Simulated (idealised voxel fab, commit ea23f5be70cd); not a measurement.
The document below concerns the process module designated voxel self aligned contacts.
FYI the section here is cut, 290 nm wide, cells are 5 nm squares.
Cross-section layout: square cells on a grid; listed as bands, top to bottom; a band spans one or more cell rows. Within each band entry, the heights of the top and of the bottom of the band appear first, in that order and in nm; the materials of the band then follow from left to right, each with its corresponding width in nm. The designation "throughout" on a single material indicates that it fills the band from edge to edge; the designation "empty" indicates empty space. Below 0: as-received wafer, all one material; heights counted from there. Lowest band: no bottom, goes on down, written "top 0, no bottom". A two-number width, for instance "30->40", indicates that the width is equal to the first number in the top row of the band and to the second number in the bottom row, and that it changes by a constant amount per row of cells. "identical to before" means the step left every cell of the cross-section as it was. The list in "Closed internal voids" covers empty spaces of 8 cells or more that cannot reach the top through any open way, and it gives each as width x height at distance; the distance is from the left edge, and width, height and distance are in nm. It should be noted that, on the line of a given step, the content following the step's settings is a remark produced by the simulator itself with respect to that step. When a step includes a mask, the "overlay nm" setting on its line states how far to the right of its planned place that mask lay, and negative values state how far to the left. Quick note on how to read the rest: it's all pairs. You get the cross-section before a process step and the one after, but the after one only goes down as far as the lowest band that changed. The step in between, with its settings, sits under the pair. Heads up, the pairs can come from different runs of this module on the same starting wafer, so don't assume a pair picks up from the one above unless its "Pre-process state" entry says it does.

Pre-process state:
- top 0, no bottom: Si throughout
- Closed internal voids: none

After:
- top 5, bottom 0: SiO2 throughout
- Below 0 it's all the same as before, nothing changed down there.
- Closed internal voids: none
Link between the two cross-sections above: CONFORMAL_DEP,material SiO2,thk nm 5

Pre-process state: taken from the pair above, after panel.

After:
- top 35, bottom 5: polySi throughout
- Below 5 it's all the same as before, nothing changed down there.
- Closed internal voids: none
Link between the two cross-sections above: DIRECTIONAL_DEP,material polySi,thk nm 30

Pre-process state: taken from the pair above, after panel.

After:
- top 50, bottom 35: SiN throughout
- Below 35 it's all the same as before, nothing changed down there.
- Closed internal voids: none
Link between the two cross-sections above: DIRECTIONAL_DEP,material SiN,thk nm 15

Pre-process state: taken from the pair above, after panel.

After:
- top 60, bottom 50: aC throughout
- Below 50 it's all the same as before, nothing changed down there.
- Closed internal voids: none
Link between the two cross-sections above: DIRECTIONAL_DEP,material aC,thk nm 10

Pre-process state: taken from the pair above, after panel.

After:
- top 85, bottom 60: empty=90, then resist=35, then empty=35, then resist=35, then empty=95
- Below 60 it's all the same as before, nothing changed down there.
- Closed internal voids: none
Link between the two cross-sections above: PATTERN,tone cover,mask id GATE,material resist,width nm 35,pitch nm 70,thk nm 25,overlay nm 0

Pre-process state: taken from the pair above, after panel.

After:
- top 75, bottom 60: empty=90, then resist=35, then empty=35, then resist=35, then empty=95
- top 60, bottom 50: empty=90, then aC=35, then empty=35, then aC=35, then empty=95
- Below 50 it's all the same as before, nothing changed down there.
- Closed internal voids: none
Link between the two cross-sections above: DIRECTIONAL_ETCH,etch materials aC,depth nm 10

Pre-process state: taken from the pair above, after panel.

After:
- top 60, bottom 50: empty=90, then aC=35, then empty=35, then aC=35, then empty=95
- Below 50 it's all the same as before, nothing changed down there.
- Closed internal voids: none
Link between the two cross-sections above: STRIP,etch materials resist

Pre-process state: taken from the pair above, after panel.

After:
- top 60, bottom 50: empty=90, then aC=35, then empty=35, then aC=35, then empty=95
- top 50, bottom 35: empty=90, then SiN=35, then empty=35, then SiN=35, then empty=95
- Below 35 it's all the same as before, nothing changed down there.
- Closed internal voids: none
Link between the two cross-sections above: DIRECTIONAL_ETCH,etch materials SiN,depth nm 15

Pre-process state: taken from the pair above, after panel.

After:
- top 60, bottom 50: empty=90, then aC=35, then empty=35, then aC=35, then empty=95
- top 50, bottom 35: empty=90, then SiN=35, then empty=35, then SiN=35, then empty=95
- top 35, bottom 5: empty=90, then polySi=35, then empty=35, then polySi=35, then empty=95
- Below 5 it's all the same as before, nothing changed down there.
- Closed internal voids: none
Link between the two cross-sections above: DIRECTIONAL_ETCH,etch materials polySi,depth nm 30

Pre-process state: taken from the pair above, after panel.

After:
- top 50, bottom 35: empty=90, then SiN=35, then empty=35, then SiN=35, then empty=95
- Below 35 it's all the same as before, nothing changed down there.
- Closed internal voids: none
Link between the two cross-sections above: STRIP,etch materials aC

Pre-process state: taken from the pair above, after panel.

After:
- top 55, bottom 35: empty=85, then SiN=45, then empty=25, then SiN=45, then empty=90
- top 35, bottom 10: empty=85, then SiN=5, then polySi=35, then SiN=5, then empty=25, then SiN=5, then polySi=35, then SiN=5, then empty=90
- top 10, bottom 5: SiN=90, then polySi=35, then SiN=35, then polySi=35, then SiN=95
- Below 5 it's all the same as before, nothing changed down there.
- Closed internal voids: none
Link between the two cross-sections above: CONFORMAL_DEP,material SiN,thk nm 5

Pre-process state: taken from the pair above, after panel.

After:
- top 50, bottom 35: empty=85, then SiN=45, then empty=25, then SiN=45, then empty=90
- top 35, bottom 5: empty=85, then SiN=5, then polySi=35, then SiN=5, then empty=25, then SiN=5, then polySi=35, then SiN=5, then empty=90
- Below 5 it's all the same as before, nothing changed down there.
- Closed internal voids: none
Link between the two cross-sections above: DIRECTIONAL_ETCH,etch materials SiN,depth nm 5

Pre-process state: taken from the pair above, after panel.

After:
- top 65, bottom 50: SiO2 throughout
- top 50, bottom 35: SiO2=85, then SiN=45, then SiO2=25, then SiN=45, then SiO2=90
- top 35, bottom 5: SiO2=85, then SiN=5, then polySi=35, then SiN=5, then SiO2=25, then SiN=5, then polySi=35, then SiN=5, then SiO2=90
- Below 5 it's all the same as before, nothing changed down there.
- Closed internal voids: none
Link between the two cross-sections above: FILL_DEP,material SiO2,thk nm 15

Pre-process state: taken from the pair above, after panel.

After:
- top 60, bottom 50: SiO2 throughout
- Below 50 it's all the same as before, nothing changed down there.
- Closed internal voids: none
Link between the two cross-sections above: CMP,height nm 60

Pre-process state: taken from the pair above, after panel.

After:
- top 75, bottom 60: resist=115, then empty=55, then resist=120
- Below 60 it's all the same as before, nothing changed down there.
- Closed internal voids: none
Link between the two cross-sections above: PATTERN,tone open,mask id CONTACT,material resist,width nm 55,thk nm 15,overlay nm 0

Pre-process state: taken from the pair above, after panel.

After:
- top 75, bottom 60: resist=115, then empty=55, then resist=120
- top 60, bottom 50: SiO2=115, then empty=55, then SiO2=120
- top 50, bottom 35: SiO2=85, then SiN=45, then empty=25, then SiN=45, then SiO2=90
- top 35, bottom 5: SiO2=85, then SiN=5, then polySi=35, then SiN=5, then empty=25, then SiN=5, then polySi=35, then SiN=5, then SiO2=90
- top 5, bottom 0: SiO2=130, then empty=25, then SiO2=135
- Below 0 it's all the same as before, nothing changed down there.
- Closed internal voids: none
Link between the two cross-sections above: DIRECTIONAL_ETCH,etch materials SiO2,depth nm 60

Pre-process state: taken from the pair above, after panel.

After:
- top 60, bottom 50: SiO2=115, then empty=55, then SiO2=120
- Below 50 it's all the same as before, nothing changed down there.
- Closed internal voids: none
Link between the two cross-sections above: STRIP,etch materials resist

Pre-process state: taken from the pair above, after panel.

After:
- top 65, bottom 60: TiN=120, then empty=45, then TiN=125
- top 60, bottom 50: SiO2=115, then TiN=5->20, then empty=45->15, then TiN=5->20, then SiO2=120
- top 50, bottom 35: SiO2=85, then SiN=45, then TiN=5, then empty=15, then TiN=5, then SiN=45, then SiO2=90
- top 35, bottom 5: SiO2=85, then SiN=5, then polySi=35, then SiN=5, then TiN=5, then empty=15, then TiN=5, then SiN=5, then polySi=35, then SiN=5, then SiO2=90
- top 5, bottom 0: SiO2=130, then TiN=25, then SiO2=135
- Below 0 it's all the same as before, nothing changed down there.
- Closed internal voids: none
Link between the two cross-sections above: CONFORMAL_DEP,material TiN,thk nm 5

Pre-process state: taken from the pair above, after panel.

After:
- top 75, bottom 65: W throughout
- top 65, bottom 60: TiN=120, then W=45, then TiN=125
- top 60, bottom 50: SiO2=115, then TiN=5->20, then W=45->15, then TiN=5->20, then SiO2=120
- top 50, bottom 35: SiO2=85, then SiN=45, then TiN=5, then W=15, then TiN=5, then SiN=45, then SiO2=90
- top 35, bottom 5: SiO2=85, then SiN=5, then polySi=35, then SiN=5, then TiN=5, then W=15, then TiN=5, then SiN=5, then polySi=35, then SiN=5, then SiO2=90
- Below 5 it's all the same as before, nothing changed down there.
- Closed internal voids: none
Link between the two cross-sections above: FILL_DEP,material W,thk nm 10

Pre-process state: taken from the pair above, after panel.

After:
- top 60, bottom 50: SiO2=115, then TiN=5->20, then W=45->15, then TiN=5->20, then SiO2=120
- Below 50 it's all the same as before, nothing changed down there.
- Closed internal voids: none
Link between the two cross-sections above: CMP,height nm 60

Pre-process state: taken from the pair above, after panel.

After:
- top 65, bottom 60: SiN throughout
- Below 60 it's all the same as before, nothing changed down there.
- Closed internal voids: none
Link between the two cross-sections above: CONFORMAL_DEP,material SiN,thk nm 5

Pre-process state:
- top 50, bottom 35: empty=90, then SiN=35, then empty=35, then SiN=35, then empty=95
- top 35, bottom 5: empty=90, then polySi=35, then empty=35, then polySi=35, then empty=95
- top 5, bottom 0: SiO2 throughout
- top 0, no bottom: Si throughout
- Closed internal voids: none

After:
- top 45, bottom 35: empty=90, then SiN=35, then empty=35, then SiN=35, then empty=95
- Below 35 it's all the same as before, nothing changed down there.
- Closed internal voids: none
Link between the two cross-sections above: DIRECTIONAL_ETCH,etch materials SiN,depth nm 5

Pre-process state: taken from the pair above, after panel.

After:
- top 60, bottom 45: SiO2 throughout
- top 45, bottom 35: SiO2=90, then SiN=35, then SiO2=35, then SiN=35, then SiO2=95
- top 35, bottom 5: SiO2=90, then polySi=35, then SiO2=35, then polySi=35, then SiO2=95
- Below 5 it's all the same as before, nothing changed down there.
- Closed internal voids: none
Link between the two cross-sections above: FILL_DEP,material SiO2,thk nm 15

Pre-process state: taken from the pair above, after panel.

After:
- top 75, bottom 60: resist=115, then empty=55, then resist=120
- Below 60 it's all the same as before, nothing changed down there.
- Closed internal voids: none
Link between the two cross-sections above: PATTERN,tone open,mask id CONTACT,material resist,width nm 55,thk nm 15,overlay nm 0

Pre-process state: taken from the pair above, after panel.

After:
- top 75, bottom 60: resist=115, then empty=55, then resist=120
- top 60, bottom 45: SiO2=115, then empty=55, then SiO2=120
- top 45, bottom 35: SiO2=90, then SiN=35, then empty=35, then SiN=35, then SiO2=95
- top 35, bottom 5: SiO2=90, then polySi=35, then empty=35, then polySi=35, then SiO2=95
- top 5, bottom 0: SiO2=125, then empty=35, then SiO2=130
- Below 0 it's all the same as before, nothing changed down there.
- Closed internal voids: none
Link between the two cross-sections above: DIRECTIONAL_ETCH,etch materials SiO2,depth nm 60

Pre-process state: taken from the pair above, after panel.

After:
- top 60, bottom 45: SiO2=115, then empty=55, then SiO2=120
- Below 45 it's all the same as before, nothing changed down there.
- Closed internal voids: none
Link between the two cross-sections above: STRIP,etch materials resist

Pre-process state: taken from the pair above, after panel.

After:
- top 65, bottom 60: TiN=120, then empty=45, then TiN=125
- top 60, bottom 50: SiO2=115, then TiN=5, then empty=45, then TiN=5, then SiO2=120
- top 50, bottom 45: SiO2=115, then TiN=15, then empty=25, then TiN=15, then SiO2=120
- top 45, bottom 35: SiO2=90, then SiN=35, then TiN=5, then empty=25, then TiN=5, then SiN=35, then SiO2=95
- top 35, bottom 5: SiO2=90, then polySi=35, then TiN=5, then empty=25, then TiN=5, then polySi=35, then SiO2=95
- top 5, bottom 0: SiO2=125, then TiN=35, then SiO2=130
- Below 0 it's all the same as before, nothing changed down there.
- Closed internal voids: none
Link between the two cross-sections above: CONFORMAL_DEP,material TiN,thk nm 5

Pre-process state: taken from the pair above, after panel.

After:
- top 75, bottom 65: W throughout
- top 65, bottom 60: TiN=120, then W=45, then TiN=125
- top 60, bottom 50: SiO2=115, then TiN=5, then W=45, then TiN=5, then SiO2=120
- top 50, bottom 45: SiO2=115, then TiN=15, then W=25, then TiN=15, then SiO2=120
- top 45, bottom 35: SiO2=90, then SiN=35, then TiN=5, then W=25, then TiN=5, then SiN=35, then SiO2=95
- top 35, bottom 5: SiO2=90, then polySi=35, then TiN=5, then W=25, then TiN=5, then polySi=35, then SiO2=95
- Below 5 it's all the same as before, nothing changed down there.
- Closed internal voids: none
Link between the two cross-sections above: FILL_DEP,material W,thk nm 10

Pre-process state: taken from the pair above, after panel.

After:
- top 60, bottom 50: SiO2=115, then TiN=5, then W=45, then TiN=5, then SiO2=120
- Below 50 it's all the same as before, nothing changed down there.
- Closed internal voids: none
Link between the two cross-sections above: CMP,height nm 60

Pre-process state: taken from the pair above, after panel.

After:
- top 65, bottom 60: SiN throughout
- Below 60 it's all the same as before, nothing changed down there.
- Closed internal voids: none
Link between the two cross-sections above: CONFORMAL_DEP,material SiN,thk nm 5

Pre-process state:
- top 35, bottom 5: polySi throughout
- top 5, bottom 0: SiO2 throughout
- top 0, no bottom: Si throughout
- Closed internal voids: none

After:
- top 65, bottom 5: polySi throughout
- Below 5 it's all the same as before, nothing changed down there.
- Closed internal voids: none
Link between the two cross-sections above: DIRECTIONAL_DEP,material polySi,thk nm 30

Pre-process state: taken from the pair above, after panel.

After:
- top 80, bottom 65: SiN throughout
- Below 65 it's all the same as before, nothing changed down there.
- Closed internal voids: none
Link between the two cross-sections above: DIRECTIONAL_DEP,material SiN,thk nm 15

Pre-process state: taken from the pair above, after panel.

After:
- top 90, bottom 80: aC throughout
- Below 80 it's all the same as before, nothing changed down there.
- Closed internal voids: none
Link between the two cross-sections above: DIRECTIONAL_DEP,material aC,thk nm 10

Pre-process state: taken from the pair above, after panel.

After:
- top 115, bottom 90: empty=90, then resist=35, then empty=35, then resist=35, then empty=95
- Below 90 it's all the same as before, nothing changed down there.
- Closed internal voids: none
Link between the two cross-sections above: PATTERN,tone cover,mask id GATE,material resist,width nm 35,pitch nm 70,thk nm 25,overlay nm 0

Pre-process state: taken from the pair above, after panel.

After:
- top 105, bottom 90: empty=90, then resist=35, then empty=35, then resist=35, then empty=95
- top 90, bottom 80: empty=90, then aC=35, then empty=35, then aC=35, then empty=95
- Below 80 it's all the same as before, nothing changed down there.
- Closed internal voids: none
Link between the two cross-sections above: DIRECTIONAL_ETCH,etch materials aC,depth nm 10

Pre-process state: taken from the pair above, after panel.

After:
- top 90, bottom 80: empty=90, then aC=35, then empty=35, then aC=35, then empty=95
- Below 80 it's all the same as before, nothing changed down there.
- Closed internal voids: none
Link between the two cross-sections above: STRIP,etch materials resist

Pre-process state: taken from the pair above, after panel.

After:
- top 90, bottom 80: empty=90, then aC=35, then empty=35, then aC=35, then empty=95
- top 80, bottom 65: empty=90, then SiN=35, then empty=35, then SiN=35, then empty=95
- Below 65 it's all the same as before, nothing changed down there.
- Closed internal voids: none
Link between the two cross-sections above: DIRECTIONAL_ETCH,etch materials SiN,depth nm 15

Pre-process state: taken from the pair above, after panel.

After:
- top 90, bottom 80: empty=90, then aC=35, then empty=35, then aC=35, then empty=95
- top 80, bottom 65: empty=90, then SiN=35, then empty=35, then SiN=35, then empty=95
- top 65, bottom 35: empty=90, then polySi=35, then empty=35, then polySi=35, then empty=95
- Below 35 it's all the same as before, nothing changed down there.
- Closed internal voids: none
Link between the two cross-sections above: DIRECTIONAL_ETCH,etch materials polySi,depth nm 30

Pre-process state: taken from the pair above, after panel.

After:
- top 80, bottom 65: empty=90, then SiN=35, then empty=35, then SiN=35, then empty=95
- Below 65 it's all the same as before, nothing changed down there.
- Closed internal voids: none
Link between the two cross-sections above: STRIP,etch materials aC

Pre-process state: taken from the pair above, after panel.

After:
- top 85, bottom 65: empty=85, then SiN=45, then empty=25, then SiN=45, then empty=90
- top 65, bottom 40: empty=85, then SiN=5, then polySi=35, then SiN=5, then empty=25, then SiN=5, then polySi=35, then SiN=5, then empty=90
- top 40, bottom 35: SiN=90, then polySi=35, then SiN=35, then polySi=35, then SiN=95
- Below 35 it's all the same as before, nothing changed down there.
- Closed internal voids: none
Link between the two cross-sections above: CONFORMAL_DEP,material SiN,thk nm 5

Pre-process state: taken from the pair above, after panel.

After:
- top 80, bottom 65: empty=85, then SiN=45, then empty=25, then SiN=45, then empty=90
- top 65, bottom 35: empty=85, then SiN=5, then polySi=35, then SiN=5, then empty=25, then SiN=5, then polySi=35, then SiN=5, then empty=90
- Below 35 it's all the same as before, nothing changed down there.
- Closed internal voids: none
Link between the two cross-sections above: DIRECTIONAL_ETCH,etch materials SiN,depth nm 5

Pre-process state: taken from the pair above, after panel.

After:
- top 95, bottom 80: SiO2 throughout
- top 80, bottom 65: SiO2=85, then SiN=45, then SiO2=25, then SiN=45, then SiO2=90
- top 65, bottom 35: SiO2=85, then SiN=5, then polySi=35, then SiN=5, then SiO2=25, then SiN=5, then polySi=35, then SiN=5, then SiO2=90
- Below 35 it's all the same as before, nothing changed down there.
- Closed internal voids: none
Link between the two cross-sections above: FILL_DEP,material SiO2,thk nm 15

Pre-process state: taken from the pair above, after panel.

After:
- top 60, bottom 35: SiO2=85, then SiN=5, then polySi=35, then SiN=5, then SiO2=25, then SiN=5, then polySi=35, then SiN=5, then SiO2=90
- Below 35 it's all the same as before, nothing changed down there.
- Closed internal voids: none
Link between the two cross-sections above: CMP,height nm 60

Pre-process state: taken from the pair above, after panel.

After:
- top 75, bottom 60: resist=115, then empty=55, then resist=120
- Below 60 it's all the same as before, nothing changed down there.
- Closed internal voids: none
Link between the two cross-sections above: PATTERN,tone open,mask id CONTACT,material resist,width nm 55,thk nm 15,overlay nm 0

Pre-process state: taken from the pair above, after panel.

After:
- top 75, bottom 60: resist=115, then empty=55, then resist=120
- top 60, bottom 35: SiO2=85, then SiN=5, then polySi=35, then SiN=5, then empty=25, then SiN=5, then polySi=35, then SiN=5, then SiO2=90
- Below 35 it's all the same as before, nothing changed down there.
- Closed internal voids: none
Link between the two cross-sections above: DIRECTIONAL_ETCH,etch materials SiO2,depth nm 60

Pre-process state: taken from the pair above, after panel.

After:
- top 60, bottom 35: SiO2=85, then SiN=5, then polySi=35, then SiN=5, then empty=25, then SiN=5, then polySi=35, then SiN=5, then SiO2=90
- Below 35 it's all the same as before, nothing changed down there.
- Closed internal voids: none
Link between the two cross-sections above: STRIP,etch materials resist

Pre-process state: taken from the pair above, after panel.

After:
- top 65, bottom 60: TiN=135, then empty=15, then TiN=140
- top 60, bottom 40: SiO2=85, then SiN=5, then polySi=35, then SiN=5, then TiN=5, then empty=15, then TiN=5, then SiN=5, then polySi=35, then SiN=5, then SiO2=90
- top 40, bottom 35: SiO2=85, then SiN=5, then polySi=35, then SiN=5, then TiN=25, then SiN=5, then polySi=35, then SiN=5, then SiO2=90
- Below 35 it's all the same as before, nothing changed down there.
- Closed internal voids: none
Link between the two cross-sections above: CONFORMAL_DEP,material TiN,thk nm 5

Pre-process state: taken from the pair above, after panel.

After:
- top 75, bottom 65: W throughout
- top 65, bottom 60: TiN=135, then W=15, then TiN=140
- top 60, bottom 40: SiO2=85, then SiN=5, then polySi=35, then SiN=5, then TiN=5, then W=15, then TiN=5, then SiN=5, then polySi=35, then SiN=5, then SiO2=90
- Below 40 it's all the same as before, nothing changed down there.
- Closed internal voids: none
Link between the two cross-sections above: FILL_DEP,material W,thk nm 10

Pre-process state: taken from the pair above, after panel.

After:
- top 60, bottom 40: SiO2=85, then SiN=5, then polySi=35, then SiN=5, then TiN=5, then W=15, then TiN=5, then SiN=5, then polySi=35, then SiN=5, then SiO2=90
- Below 40 it's all the same as before, nothing changed down there.
- Closed internal voids: none
Link between the two cross-sections above: CMP,height nm 60

Pre-process state: taken from the pair above, after panel.

After:
- top 65, bottom 60: SiN throughout
- Below 60 it's all the same as before, nothing changed down there.
- Closed internal voids: none
Link between the two cross-sections above: CONFORMAL_DEP,material SiN,thk nm 5

Pre-process state:
- top 0, no bottom: Si throughout
- Closed internal voids: none

After:
- top 30, bottom 0: polySi throughout
- Below 0 it's all the same as before, nothing changed down there.
- Closed internal voids: none
Link between the two cross-sections above: DIRECTIONAL_DEP,material polySi,thk nm 30

Pre-process state: taken from the pair above, after panel.

After:
- top 35, bottom 30: SiO2 throughout
- Below 30 it's all the same as before, nothing changed down there.
- Closed internal voids: none
Link between the two cross-sections above: CONFORMAL_DEP,material SiO2,thk nm 5

Pre-process state: taken from the pair above, after panel.

After:
- top 50, bottom 35: SiN throughout
- Below 35 it's all the same as before, nothing changed down there.
- Closed internal voids: none
Link between the two cross-sections above: DIRECTIONAL_DEP,material SiN,thk nm 15

Pre-process state: taken from the pair above, after panel.

After:
- top 60, bottom 50: aC throughout
- Below 50 it's all the same as before, nothing changed down there.
- Closed internal voids: none
Link between the two cross-sections above: DIRECTIONAL_DEP,material aC,thk nm 10

Pre-process state: taken from the pair above, after panel.

After:
- top 85, bottom 60: empty=90, then resist=35, then empty=35, then resist=35, then empty=95
- Below 60 it's all the same as before, nothing changed down there.
- Closed internal voids: none
Link between the two cross-sections above: PATTERN,tone cover,mask id GATE,material resist,width nm 35,pitch nm 70,thk nm 25,overlay nm 0

Pre-process state: taken from the pair above, after panel.

After:
- top 75, bottom 60: empty=90, then resist=35, then empty=35, then resist=35, then empty=95
- top 60, bottom 50: empty=90, then aC=35, then empty=35, then aC=35, then empty=95
- Below 50 it's all the same as before, nothing changed down there.
- Closed internal voids: none
Link between the two cross-sections above: DIRECTIONAL_ETCH,etch materials aC,depth nm 10

Pre-process state: taken from the pair above, after panel.

After:
- top 60, bottom 50: empty=90, then aC=35, then empty=35, then aC=35, then empty=95
- Below 50 it's all the same as before, nothing changed down there.
- Closed internal voids: none
Link between the two cross-sections above: STRIP,etch materials resist

Pre-process state: taken from the pair above, after panel.

After:
- top 60, bottom 50: empty=90, then aC=35, then empty=35, then aC=35, then empty=95
- top 50, bottom 35: empty=90, then SiN=35, then empty=35, then SiN=35, then empty=95
- Below 35 it's all the same as before, nothing changed down there.
- Closed internal voids: none
Link between the two cross-sections above: DIRECTIONAL_ETCH,etch materials SiN,depth nm 15

Pre-process state: taken from the pair above, after panel.

After:
- top 50, bottom 35: empty=90, then SiN=35, then empty=35, then SiN=35, then empty=95
- Below 35 it's all the same as before, nothing changed down there.
- Closed internal voids: none
Link between the two cross-sections above: STRIP,etch materials aC

Pre-process state: taken from the pair above, after panel.

After:
- top 55, bottom 40: empty=85, then SiN=45, then empty=25, then SiN=45, then empty=90
- top 40, bottom 35: SiN throughout
- Below 35 it's all the same as before, nothing changed down there.
- Closed internal voids: none
Link between the two cross-sections above: CONFORMAL_DEP,material SiN,thk nm 5

Pre-process state: taken from the pair above, after panel.

After:
- top 50, bottom 35: empty=85, then SiN=45, then empty=25, then SiN=45, then empty=90
- Below 35 it's all the same as before, nothing changed down there.
- Closed internal voids: none
Link between the two cross-sections above: DIRECTIONAL_ETCH,etch materials SiN,depth nm 5

Pre-process state: taken from the pair above, after panel.

After:
- top 65, bottom 50: SiO2 throughout
- top 50, bottom 35: SiO2=85, then SiN=45, then SiO2=25, then SiN=45, then SiO2=90
- Below 35 it's all the same as before, nothing changed down there.
- Closed internal voids: none
Link between the two cross-sections above: FILL_DEP,material SiO2,thk nm 15

Pre-process state: taken from the pair above, after panel.

After:
- top 60, bottom 50: SiO2 throughout
- Below 50 it's all the same as before, nothing changed down there.
- Closed internal voids: none
Link between the two cross-sections above: CMP,height nm 60

Pre-process state: taken from the pair above, after panel.

After:
- top 75, bottom 60: resist=115, then empty=55, then resist=120
- Below 60 it's all the same as before, nothing changed down there.
- Closed internal voids: none
Link between the two cross-sections above: PATTERN,tone open,mask id CONTACT,material resist,width nm 55,thk nm 15,overlay nm 0

Pre-process state: taken from the pair above, after panel.

After:
- top 75, bottom 60: resist=115, then empty=55, then resist=120
- top 60, bottom 50: SiO2=115, then empty=55, then SiO2=120
- top 50, bottom 35: SiO2=85, then SiN=45, then empty=25, then SiN=45, then SiO2=90
- top 35, bottom 30: SiO2=130, then empty=25, then SiO2=135
- Below 30 it's all the same as before, nothing changed down there.
- Closed internal voids: none
Link between the two cross-sections above: DIRECTIONAL_ETCH,etch materials SiO2,depth nm 60

Pre-process state: taken from the pair above, after panel.

After:
- top 60, bottom 50: SiO2=115, then empty=55, then SiO2=120
- Below 50 it's all the same as before, nothing changed down there.
- Closed internal voids: none
Link between the two cross-sections above: STRIP,etch materials resist

Pre-process state: taken from the pair above, after panel.

After:
- top 65, bottom 60: TiN=120, then empty=45, then TiN=125
- top 60, bottom 50: SiO2=115, then TiN=5->20, then empty=45->15, then TiN=5->20, then SiO2=120
- top 50, bottom 35: SiO2=85, then SiN=45, then TiN=5, then empty=15, then TiN=5, then SiN=45, then SiO2=90
- top 35, bottom 30: SiO2=130, then TiN=25, then SiO2=135
- Below 30 it's all the same as before, nothing changed down there.
- Closed internal voids: none
Link between the two cross-sections above: CONFORMAL_DEP,material TiN,thk nm 5

Pre-process state: taken from the pair above, after panel.

After:
- top 75, bottom 65: W throughout
- top 65, bottom 60: TiN=120, then W=45, then TiN=125
- top 60, bottom 50: SiO2=115, then TiN=5->20, then W=45->15, then TiN=5->20, then SiO2=120
- top 50, bottom 35: SiO2=85, then SiN=45, then TiN=5, then W=15, then TiN=5, then SiN=45, then SiO2=90
- Below 35 it's all the same as before, nothing changed down there.
- Closed internal voids: none
Link between the two cross-sections above: FILL_DEP,material W,thk nm 10

Pre-process state: taken from the pair above, after panel.

After:
- top 60, bottom 50: SiO2=115, then TiN=5->20, then W=45->15, then TiN=5->20, then SiO2=120
- Below 50 it's all the same as before, nothing changed down there.
- Closed internal voids: none
Link between the two cross-sections above: CMP,height nm 60

Pre-process state: taken from the pair above, after panel.

After:
- top 65, bottom 60: SiN throughout
- Below 60 it's all the same as before, nothing changed down there.
- Closed internal voids: none
Link between the two cross-sections above: CONFORMAL_DEP,material SiN,thk nm 5

Pre-process state:
- top 50, bottom 35: empty=90, then SiN=35, then empty=35, then SiN=35, then empty=95
- top 35, bottom 5: empty=90, then polySi=35, then empty=35, then polySi=35, then empty=95
- top 5, bottom 0: SiO2 throughout
- top 0, no bottom: Si throughout
- Closed internal voids: none

After:
- top 65, bottom 35: empty=75, then SiN=65, then empty=5, then SiN=65, then empty=80
- top 35, bottom 20: empty=75, then SiN=15, then polySi=35, then SiN=15, then empty=5, then SiN=15, then polySi=35, then SiN=15, then empty=80
- top 20, bottom 5: SiN=90, then polySi=35, then SiN=35, then polySi=35, then SiN=95
- Below 5 it's all the same as before, nothing changed down there.
- Closed internal voids: none
Link between the two cross-sections above: CONFORMAL_DEP,material SiN,thk nm 15

Pre-process state: taken from the pair above, after panel.

After:
- top 60, bottom 35: empty=75, then SiN=65, then empty=5, then SiN=65, then empty=80
- top 35, bottom 15: empty=75, then SiN=15, then polySi=35, then SiN=15, then empty=5, then SiN=15, then polySi=35, then SiN=15, then empty=80
- Below 15 it's all the same as before, nothing changed down there.
- Closed internal voids: none
Link between the two cross-sections above: DIRECTIONAL_ETCH,etch materials SiN,depth nm 5

Pre-process state: taken from the pair above, after panel.

After:
- top 75, bottom 60: SiO2 throughout
- top 60, bottom 35: SiO2=75, then SiN=65, then SiO2=5, then SiN=65, then SiO2=80
- top 35, bottom 15: SiO2=75, then SiN=15, then polySi=35, then SiN=15, then SiO2=5, then SiN=15, then polySi=35, then SiN=15, then SiO2=80
- Below 15 it's all the same as before, nothing changed down there.
- Closed internal voids: none
Link between the two cross-sections above: FILL_DEP,material SiO2,thk nm 15

Pre-process state: taken from the pair above, after panel.

After:
- top 60, bottom 35: SiO2=75, then SiN=65, then SiO2=5, then SiN=65, then SiO2=80
- Below 35 it's all the same as before, nothing changed down there.
- Closed internal voids: none
Link between the two cross-sections above: CMP,height nm 60

Pre-process state: taken from the pair above, after panel.

After:
- top 75, bottom 60: resist=115, then empty=55, then resist=120
- Below 60 it's all the same as before, nothing changed down there.
- Closed internal voids: none
Link between the two cross-sections above: PATTERN,tone open,mask id CONTACT,material resist,width nm 55,thk nm 15,overlay nm 0

Pre-process state: taken from the pair above, after panel.

After:
- top 75, bottom 60: resist=115, then empty=55, then resist=120
- top 60, bottom 35: SiO2=75, then SiN=65, then empty=5, then SiN=65, then SiO2=80
- top 35, bottom 15: SiO2=75, then SiN=15, then polySi=35, then SiN=15, then empty=5, then SiN=15, then polySi=35, then SiN=15, then SiO2=80
- Below 15 it's all the same as before, nothing changed down there.
- Closed internal voids: none
Link between the two cross-sections above: DIRECTIONAL_ETCH,etch materials SiO2,depth nm 60

Pre-process state: taken from the pair above, after panel.

After:
- top 60, bottom 35: SiO2=75, then SiN=65, then empty=5, then SiN=65, then SiO2=80
- Below 35 it's all the same as before, nothing changed down there.
- Closed internal voids: none
Link between the two cross-sections above: STRIP,etch materials resist

Pre-process state: taken from the pair above, after panel.

After:
- top 65, bottom 60: TiN throughout
- top 60, bottom 35: SiO2=75, then SiN=65, then TiN=5, then SiN=65, then SiO2=80
- top 35, bottom 15: SiO2=75, then SiN=15, then polySi=35, then SiN=15, then TiN=5, then SiN=15, then polySi=35, then SiN=15, then SiO2=80
- Below 15 it's all the same as before, nothing changed down there.
- Closed internal voids: none
Link between the two cross-sections above: CONFORMAL_DEP,material TiN,thk nm 5

Pre-process state: taken from the pair above, after panel.

After:
- top 75, bottom 65: W throughout
- Below 65 it's all the same as before, nothing changed down there.
- Closed internal voids: none
Link between the two cross-sections above: FILL_DEP,material W,thk nm 10

Pre-process state: taken from the pair above, after panel.

After:
- top 60, bottom 35: SiO2=75, then SiN=65, then TiN=5, then SiN=65, then SiO2=80
- Below 35 it's all the same as before, nothing changed down there.
- Closed internal voids: none
Link between the two cross-sections above: CMP,height nm 60

Pre-process state: taken from the pair above, after panel.

After:
- top 65, bottom 60: SiN throughout
- Below 60 it's all the same as before, nothing changed down there.
- Closed internal voids: none
Link between the two cross-sections above: CONFORMAL_DEP,material SiN,thk nm 5

Pre-process state:
- top 60, bottom 50: SiO2 throughout
- top 50, bottom 35: SiO2=85, then SiN=45, then SiO2=25, then SiN=45, then SiO2=90
- top 35, bottom 5: SiO2=85, then SiN=5, then polySi=35, then SiN=5, then SiO2=25, then SiN=5, then polySi=35, then SiN=5, then SiO2=90
- top 5, bottom 0: SiO2 throughout
- top 0, no bottom: Si throughout
- Closed internal voids: none

After:
- top 75, bottom 60: resist=110, then empty=65, then resist=115
- Below 60 it's all the same as before, nothing changed down there.
- Closed internal voids: none
Link between the two cross-sections above: PATTERN,tone open,mask id CONTACT,material resist,width nm 65,thk nm 15,overlay nm 0
